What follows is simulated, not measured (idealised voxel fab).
A process module follows: voxel trench capacitor.
FYI the section here is cut, 225 nm wide, cells are 5 nm squares.
Cross-section, as written here: a square-cell grid given band by band from the top down, where a band holds one or more rows of cells. Within each band entry, the heights of the top and of the bottom of the band appear first, in that order and in nm; the materials of the band then follow from left to right, each with its corresponding width in nm. The designation "edge to edge" on a single material indicates that it fills the band from edge to edge; the designation "blank" indicates empty space. Basically, 0 is our baseline, since under it the wafer straight out of the box is all one material. The bottom band has no lower end and keeps on going down, so it looks like "from 0 down". So if you see something like "30 to 40" for the width, read it as the top row of the band sitting at the first number and the bottom row at the second, with every row in between moving by the same amount as the last. The designation "no alterations made", where it is given for a processing step, indicates that no cell of the cross-section was altered in the course of that step. Heads up: "Cavities, closed" only lists the empty pockets with no open path to the top that are 8 cells or more, and it writes them as width x height at distance, distance from the left edge, in nm. Whatever follows a step's settings on its line is a remark the simulator itself makes about that step. "overlay nm", when on a step's line for a step with a mask, measures how far to the right of its planned place the mask lay; a negative measure means to the left.
Process steps foreseen in the plan
1) RECEIVE,material Si
2) CONFORMAL_DEP,material SiN,thk nm 5
3) DIRECTIONAL_DEP,material aC,thk nm 5
4) PATTERN,tone open,mask id TRENCH,material resist,width nm 15,pitch nm 45,thk nm 25,overlay nm 0
5) DIRECTIONAL_ETCH,etch materials aC,depth nm 10
6) STRIP,etch materials resist
7) DIRECTIONAL_ETCH,etch materials SiN,depth nm 5
8) DIRECTIONAL_ETCH,etch materials Si,depth nm 30
9) STRIP,etch materials aC
10) CONFORMAL_DEP,material Al2O3,thk nm 5
11) FILL_DEP,material polySi,thk nm 10
12) CMP,height nm 5
Don't read the plan's thk nm for step 3 as applying to every wafer: that's the first wafer's value, and the wafers differ in it, though they all start identical.
First of several wafers, received after step 1, in cross-section
from 0 down = Si edge to edge
Cavities, closed: none
Every row in this table is a wafer at the end of the module, and it gives, for each of the materials, the cells that wafer has gained (+) or lost (-) since it was received, then its closed voids
thk nm 5 | +30 Al2O3 | -36 Si | +39 SiN | +12 polySi | Cavities, closed: none
thk nm 10 | +30 Al2O3 | -36 Si | +39 SiN | +12 polySi | Cavities, closed: none
thk nm 15 | +45 SiN | Cavities, closed: none
thk nm 20 | +45 SiN | Cavities, closed: none
thk nm 25 | +45 SiN | Cavities, closed: none
